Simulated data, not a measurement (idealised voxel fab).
The process module presented herein is designated voxel ribs on slabs.
Cross-section cut: width 150 nm, square cells of 5 nm.
Bands, listed from the top down, are how a cross-section gets written in this document; the cross-section itself is a grid of square cells, and a band is one or more rows of them.
The entry gives the band's vertical extent as a top height and a bottom height in nm, then its horizontal make-up as materials from left to right, each with a width in nm. "blank" stands for empty space; a single material marked "full width" fills the band edge to edge.
Beneath 0, the wafer as received is one material, and that level is where height counting begins. The lowest band goes on downward without a bottom; it is written like "top 0, no bottom".
Graded width ("30->40"): value in top row of band = first number; value in bottom row = second number; row-to-row change constant.
Given "no modification" for a step, no cell of the cross-section differs between before and after that step.
If an empty space has no open way to the top and is at least 8 cells in size, "Closed voids list" lists it, written width x height at distance, where distance is measured from the left edge and every value is in nm.
It should be noted that, on the line of a given step, the content following the step's settings is a remark produced by the simulator itself with respect to that step.
overlay nm: mask offset rightward from planned place, masked step; negative means leftward offset.
Process steps - plan
1: op RECEIVE | material Si
2: op DIRECTIONAL_DEP | material SiO2 | thk nm 30
3: op DIRECTIONAL_DEP | material polySi | thk nm 20
4: op DIRECTIONAL_DEP | material aC | thk nm 15
5: op PATTERN | tone cover | mask id RIB | material resist | width nm 30 | thk nm 30 | overlay nm 0
6: op DIRECTIONAL_ETCH | etch materials aC | depth nm 15
7: op STRIP | etch materials resist
8: op DIRECTIONAL_ETCH | etch materials polySi | depth nm 15
9: op STRIP | etch materials aC
10: op DIRECTIONAL_DEP | material aC | thk nm 10
11: op PATTERN | tone cover | mask id SLAB | material resist | width nm 90 | thk nm 25 | overlay nm 0
12: op DIRECTIONAL_ETCH | etch materials aC | depth nm 10
13: op STRIP | etch materials resist
14: op DIRECTIONAL_ETCH | etch materials polySi | depth nm 5
15: op STRIP | etch materials aC
16: op FILL_DEP | material SiO2 | thk nm 25
17: op CMP | height nm 65
18: op DIRECTIONAL_DEP | material W | thk nm 5
19: op PATTERN | tone cover | mask id HEATER | material resist | width nm 40 | thk nm 15 | overlay nm 0
20: op DIRECTIONAL_ETCH | etch materials W | depth nm 5
21: op STRIP | etch materials resist
22: op CONFORMAL_DEP | material SiN | thk nm 10
First of two wafers - as planned
Cross-sectional view of the wafer in its as-received condition, corresponding to the state after step 1
    top 0, no bottom  Si full width
    Closed voids list: none
Presented here is a cross-section of the wafer after step 2 has been performed
    top 30, bottom 0  SiO2 full width
    Everything below 0 is unchanged.
Presented here is a cross-section of the wafer after step 3 has been performed
    top 50, bottom 30  polySi full width
    Everything below 30 is unchanged.
Presented here is a cross-section of the wafer after step 4 has been performed
    top 65, bottom 50  aC full width
    Everything below 50 is unchanged.
Presented here is a cross-section of the wafer after step 5 has been performed
    top 95, bottom 65  blank (60) | resist (30) | blank (60)
    Everything below 65 is unchanged.
Presented here is a cross-section of the wafer after step 6 has been performed
    top 80, bottom 65  blank (60) | resist (30) | blank (60)
    top 65, bottom 50  blank (60) | aC (30) | blank (60)
    Everything below 50 is unchanged.
Presented here is a cross-section of the wafer after step 7 has been performed
    top 65, bottom 50  blank (60) | aC (30) | blank (60)
    Everything below 50 is unchanged.
Presented here is a cross-section of the wafer after step 8 has been performed
    top 65, bottom 50  blank (60) | aC (30) | blank (60)
    top 50, bottom 35  blank (60) | polySi (30) | blank (60)
    Everything below 35 is unchanged.
Presented here is a cross-section of the wafer after step 9 has been performed
    top 50, bottom 35  blank (60) | polySi (30) | blank (60)
    Everything below 35 is unchanged.
Presented here is a cross-section of the wafer after step 10 has been performed
    top 60, bottom 50  blank (60) | aC (30) | blank (60)
    top 50, bottom 45  blank (60) | polySi (30) | blank (60)
    top 45, bottom 35  aC (60) | polySi (30) | aC (60)
    Everything below 35 is unchanged.
Presented here is a cross-section of the wafer after step 11 has been performed
    top 85, bottom 60  blank (30) | resist (90) | blank (30)
    top 60, bottom 50  blank (30) | resist (30) | aC (30) | resist (30) | blank (30)
    top 50, bottom 45  blank (30) | resist (30) | polySi (30) | resist (30) | blank (30)
    Everything below 45 is unchanged.
Presented here is a cross-section of the wafer after step 12 has been performed
    top 75, bottom 60  blank (30) | resist (90) | blank (30)
    top 60, bottom 50  blank (30) | resist (30) | aC (30) | resist (30) | blank (30)
    top 50, bottom 45  blank (30) | resist (30) | polySi (30) | resist (30) | blank (30)
    top 45, bottom 35  blank (30) | aC (30) | polySi (30) | aC (30) | blank (30)
    Everything below 35 is unchanged.
Presented here is a cross-section of the wafer after step 13 has been performed
    top 60, bottom 50  blank (60) | aC (30) | blank (60)
    top 50, bottom 45  blank (60) | polySi (30) | blank (60)
    Everything below 45 is unchanged.
Presented here is a cross-section of the wafer after step 14 has been performed
    top 60, bottom 50  blank (60) | aC (30) | blank (60)
    top 50, bottom 45  blank (60) | polySi (30) | blank (60)
    top 45, bottom 35  blank (30) | aC (30) | polySi (30) | aC (30) | blank (30)
    top 35, bottom 30  blank (30) | polySi (90) | blank (30)
    Everything below 30 is unchanged.
Presented here is a cross-section of the wafer after step 15 has been performed
    top 50, bottom 35  blank (60) | polySi (30) | blank (60)
    Everything below 35 is unchanged.
Presented here is a cross-section of the wafer after step 16 has been performed
    top 75, bottom 50  SiO2 full width
    top 50, bottom 35  SiO2 (60) | polySi (30) | SiO2 (60)
    top 35, bottom 30  SiO2 (30) | polySi (90) | SiO2 (30)
    Everything below 30 is unchanged.
Presented here is a cross-section of the wafer after step 17 has been performed
    top 65, bottom 50  SiO2 full width
    Everything below 50 is unchanged.
Presented here is a cross-section of the wafer after step 18 has been performed
    top 70, bottom 65  W full width
    Everything below 65 is unchanged.
Presented here is a cross-section of the wafer after step 19 has been performed
    top 85, bottom 70  blank (55) | resist (40) | blank (55)
    Everything below 70 is unchanged.
Presented here is a cross-section of the wafer after step 20 has been performed
    top 85, bottom 70  blank (55) | resist (40) | blank (55)
    top 70, bottom 65  blank (55) | W (40) | blank (55)
    Everything below 65 is unchanged.
Presented here is a cross-section of the wafer after step 21 has been performed
    top 70, bottom 65  blank (55) | W (40) | blank (55)
    Everything below 65 is unchanged.
Presented here is a cross-section of the wafer after step 22 has been performed
    top 80, bottom 75  blank (45) | SiN (60) | blank (45)
    top 75, bottom 70  SiN full width
    top 70, bottom 65  SiN (55) | W (40) | SiN (55)
    Everything below 65 is unchanged.
Wafer two: like wafer one in start and plan, but with one mistake in execution; identical up to and including step 2
Cross-sectional representation of the second wafer at the time designated in the plan for the completion of step 3
    top 60, bottom 30  polySi full width
    Everything below 30 is unchanged.
Cross-sectional representation of the second wafer at the time designated in the plan for the completion of step 4
    top 75, bottom 60  aC full width
    Everything below 60 is unchanged.
Cross-sectional representation of the second wafer at the time designated in the plan for the completion of step 5
    top 105, bottom 75  blank (60) | resist (30) | blank (60)
    Everything below 75 is unchanged.
Cross-sectional representation of the second wafer at the time designated in the plan for the completion of step 6
    top 90, bottom 75  blank (60) | resist (30) | blank (60)
    top 75, bottom 60  blank (60) | aC (30) | blank (60)
    Everything below 60 is unchanged.
Cross-sectional representation of the second wafer at the time designated in the plan for the completion of step 7
    top 75, bottom 60  blank (60) | aC (30) | blank (60)
    Everything below 60 is unchanged.
Cross-sectional representation of the second wafer at the time designated in the plan for the completion of step 8
    top 75, bottom 60  blank (60) | aC (30) | blank (60)
    top 60, bottom 45  blank (60) | polySi (30) | blank (60)
    Everything below 45 is unchanged.
Cross-sectional representation of the second wafer at the time designated in the plan for the completion of step 9
    top 60, bottom 45  blank (60) | polySi (30) | blank (60)
    Everything below 45 is unchanged.
Cross-sectional representation of the second wafer at the time designated in the plan for the completion of step 10
    top 70, bottom 60  blank (60) | aC (30) | blank (60)
    top 60, bottom 55  blank (60) | polySi (30) | blank (60)
    top 55, bottom 45  aC (60) | polySi (30) | aC (60)
    Everything below 45 is unchanged.
Cross-sectional representation of the second wafer at the time designated in the plan for the completion of step 11
    top 95, bottom 70  blank (30) | resist (90) | blank (30)
    top 70, bottom 60  blank (30) | resist (30) | aC (30) | resist (30) | blank (30)
    top 60, bottom 55  blank (30) | resist (30) | polySi (30) | resist (30) | blank (30)
    Everything below 55 is unchanged.
Cross-sectional representation of the second wafer at the time designated in the plan for the completion of step 12
    top 85, bottom 70  blank (30) | resist (90) | blank (30)
    top 70, bottom 60  blank (30) | resist (30) | aC (30) | resist (30) | blank (30)
    top 60, bottom 55  blank (30) | resist (30) | polySi (30) | resist (30) | blank (30)
    top 55, bottom 45  blank (30) | aC (30) | polySi (30) | aC (30) | blank (30)
    Everything below 45 is unchanged.
Cross-sectional representation of the second wafer at the time designated in the plan for the completion of step 13
    top 70, bottom 60  blank (60) | aC (30) | blank (60)
    top 60, bottom 55  blank (60) | polySi (30) | blank (60)
    Everything below 55 is unchanged.
Cross-sectional representation of the second wafer at the time designated in the plan for the completion of step 14
    top 70, bottom 60  blank (60) | aC (30) | blank (60)
    top 60, bottom 55  blank (60) | polySi (30) | blank (60)
    top 55, bottom 45  blank (30) | aC (30) | polySi (30) | aC (30) | blank (30)
    top 45, bottom 40  blank (30) | polySi (90) | blank (30)
    Everything below 40 is unchanged.
Cross-sectional representation of the second wafer at the time designated in the plan for the completion of step 15
    top 60, bottom 45  blank (60) | polySi (30) | blank (60)
    Everything below 45 is unchanged.
Cross-sectional representation of the second wafer at the time designated in the plan for the completion of step 16
    top 85, bottom 60  SiO2 full width
    top 60, bottom 45  SiO2 (60) | polySi (30) | SiO2 (60)
    top 45, bottom 40  SiO2 (30) | polySi (90) | SiO2 (30)
    Everything below 40 is unchanged.
Cross-sectional representation of the second wafer at the time designated in the plan for the completion of step 17
    top 65, bottom 60  SiO2 full width
    Everything below 60 is unchanged.
Cross-sectional representation of the second wafer at the time designated in the plan for the completion of step 18
    top 70, bottom 65  W full width
    Everything below 65 is unchanged.
Cross-sectional representation of the second wafer at the time designated in the plan for the completion of step 19
    top 85, bottom 70  blank (55) | resist (40) | blank (55)
    Everything below 70 is unchanged.
Cross-sectional representation of the second wafer at the time designated in the plan for the completion of step 20
    top 85, bottom 70  blank (55) | resist (40) | blank (55)
    top 70, bottom 65  blank (55) | W (40) | blank (55)
    Everything below 65 is unchanged.
Cross-sectional representation of the second wafer at the time designated in the plan for the completion of step 21
    top 70, bottom 65  blank (55) | W (40) | blank (55)
    Everything below 65 is unchanged.
Cross-sectional representation of the second wafer at the time designated in the plan for the completion of step 22
    top 80, bottom 75  blank (45) | SiN (60) | blank (45)
    top 75, bottom 70  SiN full width
    top 70, bottom 65  SiN (55) | W (40) | SiN (55)
    Everything below 65 is unchanged.
Misprocessing identified: note that step 3 departed from the planned setting and was carried out as op DIRECTIONAL_DEP | material polySi | thk nm 30
Final tally in cells, some materials are higher or lower on the second wafer than on the first: SiO2: 60 fewer | polySi: 60 more
